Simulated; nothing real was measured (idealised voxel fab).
voxel self aligned vias: a process module
It is cross-section cut that appears here, measuring 255 nm in width, its square cells being 5 nm in size.
If you're reading a cross-section in this doc, picture square cells in a grid; it comes to you as bands, top ones listed first down to the bottom, and a band can be one or more rows of cells.
Band: top and bottom heights (nm) first, top before bottom; then materials from left to right, widths in nm. "full width" marks a sole material filling the band edge to edge. "air" denotes empty space.
It should be noted that heights are counted from 0, beneath which the wafer as supplied is of one material throughout, and that the lowest band possesses no lower boundary but continues downward, as written in "0 and below".
The expression "30..40" gives the width at the extremes of the band, the first number at its top row of cells and the second at its bottom row, with the width changing by equal amounts from each row to the next in between.
"everything unchanged" means the step left every cell of the cross-section as it was.
Closed cavity list: empty space of 8 cells or more with no open way to the top, each as width x height at its distance from the left edge, in nm
Step line, after settings: the simulator's comment on this step.
Each step line may optionally specify "overlay nm", which for a step with a mask gives the rightward distance between the mask's planned place and where it lay, a negative value indicating the leftward direction.

This section lists the process steps that were planned
1,op RECEIVE | material Si
2,op CONFORMAL_DEP | material SiO2 | thk nm 10
3,op CONFORMAL_DEP | material SiCN | thk nm 5
4,op DIRECTIONAL_DEP | material lowk | thk nm 30
5,op PATTERN | tone open | mask id LINES | material resist | width nm 25 | pitch nm 70 | thk nm 15 | overlay nm 0
6,op DIRECTIONAL_ETCH | etch materials lowk | depth nm 30
7,op STRIP | etch materials resist
8,op CONFORMAL_DEP | material TiN | thk nm 5
9,op FILL_DEP | material Ru | thk nm 5
10,op CMP | height nm 45
11,op SELECTIVE_ETCH | etch materials W Ru TiN | depth nm 5
12,op FILL_DEP | material SiN | thk nm 10
13,op CMP | height nm 45
14,op DIRECTIONAL_DEP | material lowk | thk nm 15
15,op DIRECTIONAL_DEP | material aC | thk nm 10
16,op PATTERN | tone open | mask id VIAS | material resist | width nm 45 | thk nm 30 | overlay nm 0
17,op DIRECTIONAL_ETCH | etch materials aC | depth nm 10
18,op STRIP | etch materials resist
19,op DIRECTIONAL_ETCH | etch materials lowk | depth nm 15
20,op DIRECTIONAL_ETCH | etch materials SiN | depth nm 5
21,op STRIP | etch materials aC
22,op CONFORMAL_DEP | material TiN | thk nm 5
23,op FILL_DEP | material Ru | thk nm 5
24,op CMP | height nm 60
25,op CONFORMAL_DEP | material SiN | thk nm 5

First of two wafers, processed according to plan

The cross-section here shows the wafer as received, i.e. in its state after step 1
- 0 and below = Si full width
- Closed cavity list: none

Upon completion of step 2, the wafer appears in cross-section as shown
- 10 down to 0 = SiO2 full width
- Unchanged below 0.

Upon completion of step 3, the wafer appears in cross-section as shown
- 15 down to 10 = SiCN full width
- Unchanged below 10.

Upon completion of step 4, the wafer appears in cross-section as shown
- 45 down to 15 = lowk full width
- Unchanged below 15.

Upon completion of step 5, the wafer appears in cross-section as shown
- 60 down to 45 = resist (80)  air (25)  resist (45)  air (25)  resist (80)
- Unchanged below 45.

Upon completion of step 6, the wafer appears in cross-section as shown
- 60 down to 45 = resist (80)  air (25)  resist (45)  air (25)  resist (80)
- 45 down to 15 = lowk (80)  air (25)  lowk (45)  air (25)  lowk (80)
- Unchanged below 15.

Upon completion of step 7, the wafer appears in cross-section as shown
- 45 down to 15 = lowk (80)  air (25)  lowk (45)  air (25)  lowk (80)
- Unchanged below 15.

Upon completion of step 8, the wafer appears in cross-section as shown
- 50 down to 45 = TiN (85)  air (15)  TiN (55)  air (15)  TiN (85)
- 45 down to 20 = lowk (80)  TiN (5)  air (15)  TiN (5)  lowk (45)  TiN (5)  air (15)  TiN (5)  lowk (80)
- 20 down to 15 = lowk (80)  TiN (25)  lowk (45)  TiN (25)  lowk (80)
- Unchanged below 15.

Upon completion of step 9, the wafer appears in cross-section as shown
- 55 down to 50 = Ru full width
- 50 down to 45 = TiN (85)  Ru (15)  TiN (55)  Ru (15)  TiN (85)
- 45 down to 20 = lowk (80)  TiN (5)  Ru (15)  TiN (5)  lowk (45)  TiN (5)  Ru (15)  TiN (5)  lowk (80)
- Unchanged below 20.

Upon completion of step 10, the wafer appears in cross-section as shown
- 45 down to 20 = lowk (80)  TiN (5)  Ru (15)  TiN (5)  lowk (45)  TiN (5)  Ru (15)  TiN (5)  lowk (80)
- Unchanged below 20.

Upon completion of step 11, the wafer appears in cross-section as shown
- 45 down to 40 = lowk (80)  air (25)  lowk (45)  air (25)  lowk (80)
- Unchanged below 40.

Upon completion of step 12, the wafer appears in cross-section as shown
- 55 down to 45 = SiN full width
- 45 down to 40 = lowk (80)  SiN (25)  lowk (45)  SiN (25)  lowk (80)
- Unchanged below 40.

Upon completion of step 13, the wafer appears in cross-section as shown
- 45 down to 40 = lowk (80)  SiN (25)  lowk (45)  SiN (25)  lowk (80)
- Unchanged below 40.

Upon completion of step 14, the wafer appears in cross-section as shown
- 60 down to 45 = lowk full width
- Unchanged below 45.

Upon completion of step 15, the wafer appears in cross-section as shown
- 70 down to 60 = aC full width
- Unchanged below 60.

Upon completion of step 16, the wafer appears in cross-section as shown
- 100 down to 70 = resist (70)  air (45)  resist (140)
- Unchanged below 70.

Upon completion of step 17, the wafer appears in cross-section as shown
- 90 down to 70 = resist (70)  air (45)  resist (140)
- 70 down to 60 = aC (70)  air (45)  aC (140)
- Unchanged below 60.

Upon completion of step 18, the wafer appears in cross-section as shown
- 70 down to 60 = aC (70)  air (45)  aC (140)
- Unchanged below 60.

Upon completion of step 19, the wafer appears in cross-section as shown
- 70 down to 60 = aC (70)  air (45)  aC (140)
- 60 down to 45 = lowk (70)  air (45)  lowk (140)
- Unchanged below 45.

Upon completion of step 20, the wafer appears in cross-section as shown
- 70 down to 60 = aC (70)  air (45)  aC (140)
- 60 down to 45 = lowk (70)  air (45)  lowk (140)
- 45 down to 40 = lowk (80)  air (25)  lowk (45)  SiN (25)  lowk (80)
- Unchanged below 40.

Upon completion of step 21, the wafer appears in cross-section as shown
- 60 down to 45 = lowk (70)  air (45)  lowk (140)
- Unchanged below 45.

Upon completion of step 22, the wafer appears in cross-section as shown
- 65 down to 60 = TiN (75)  air (35)  TiN (145)
- 60 down to 50 = lowk (70)  TiN (5)  air (35)  TiN (5)  lowk (140)
- 50 down to 45 = lowk (70)  TiN (15)  air (15)  TiN (15)  lowk (140)
- 45 down to 40 = lowk (80)  TiN (25)  lowk (45)  SiN (25)  lowk (80)
- Unchanged below 40.

Upon completion of step 23, the wafer appears in cross-section as shown
- 70 down to 65 = Ru full width
- 65 down to 60 = TiN (75)  Ru (35)  TiN (145)
- 60 down to 50 = lowk (70)  TiN (5)  Ru (35)  TiN (5)  lowk (140)
- 50 down to 45 = lowk (70)  TiN (15)  Ru (15)  TiN (15)  lowk (140)
- Unchanged below 45.

Upon completion of step 24, the wafer appears in cross-section as shown
- 60 down to 50 = lowk (70)  TiN (5)  Ru (35)  TiN (5)  lowk (140)
- Unchanged below 50.

Upon completion of step 25, the wafer appears in cross-section as shown
- 65 down to 60 = SiN full width
- Unchanged below 60.

The second wafer was prepared from the same starting point and under the same plan as the first; its processing contained one mistake, and it remains indistinguishable from the first wafer up to and including step 11

Look at the second wafer in cross-section at the time step 12 ought to have finished
- 55 down to 40 = lowk full width
- Unchanged below 40.

Look at the second wafer in cross-section at the time step 13 ought to have finished
- 45 down to 40 = lowk full width
- Unchanged below 40.

Look at the second wafer in cross-section at the time step 14 ought to have finished
- 60 down to 40 = lowk full width
- Unchanged below 40.

Look at the second wafer in cross-section at the time step 15 ought to have finished
- 70 down to 60 = aC full width
- Unchanged below 60.

Look at the second wafer in cross-section at the time step 16 ought to have finished
- 100 down to 70 = resist (70)  air (45)  resist (140)
- Unchanged below 70.

Look at the second wafer in cross-section at the time step 17 ought to have finished
- 90 down to 70 = resist (70)  air (45)  resist (140)
- 70 down to 60 = aC (70)  air (45)  aC (140)
- Unchanged below 60.

Look at the second wafer in cross-section at the time step 18 ought to have finished
- 70 down to 60 = aC (70)  air (45)  aC (140)
- Unchanged below 60.

Look at the second wafer in cross-section at the time step 19 ought to have finished
- 70 down to 60 = aC (70)  air (45)  aC (140)
- 60 down to 45 = lowk (70)  air (45)  lowk (140)
- Unchanged below 45.

Look at the second wafer in cross-section at the time step 20 ought to have finished: everything unchanged

Look at the second wafer in cross-section at the time step 21 ought to have finished
- 60 down to 45 = lowk (70)  air (45)  lowk (140)
- Unchanged below 45.

Look at the second wafer in cross-section at the time step 22 ought to have finished
- 65 down to 60 = TiN (75)  air (35)  TiN (145)
- 60 down to 50 = lowk (70)  TiN (5)  air (35)  TiN (5)  lowk (140)
- 50 down to 45 = lowk (70)  TiN (45)  lowk (140)
- Unchanged below 45.

Look at the second wafer in cross-section at the time step 23 ought to have finished
- 70 down to 65 = Ru full width
- 65 down to 60 = TiN (75)  Ru (35)  TiN (145)
- 60 down to 50 = lowk (70)  TiN (5)  Ru (35)  TiN (5)  lowk (140)
- Unchanged below 50.

Look at the second wafer in cross-section at the time step 24 ought to have finished
- 60 down to 50 = lowk (70)  TiN (5)  Ru (35)  TiN (5)  lowk (140)
- Unchanged below 50.

Look at the second wafer in cross-section at the time step 25 ought to have finished
- 65 down to 60 = SiN full width
- Unchanged below 60.
Deviation noted in wafer processing: step 12 ran differently from the plan; actual operation with settings: op FILL_DEP | material lowk | thk nm 10
at the end the second wafer has, in cells: 3 fewer of Ru, 5 fewer of SiN, 2 fewer of TiN, 10 more of lowk
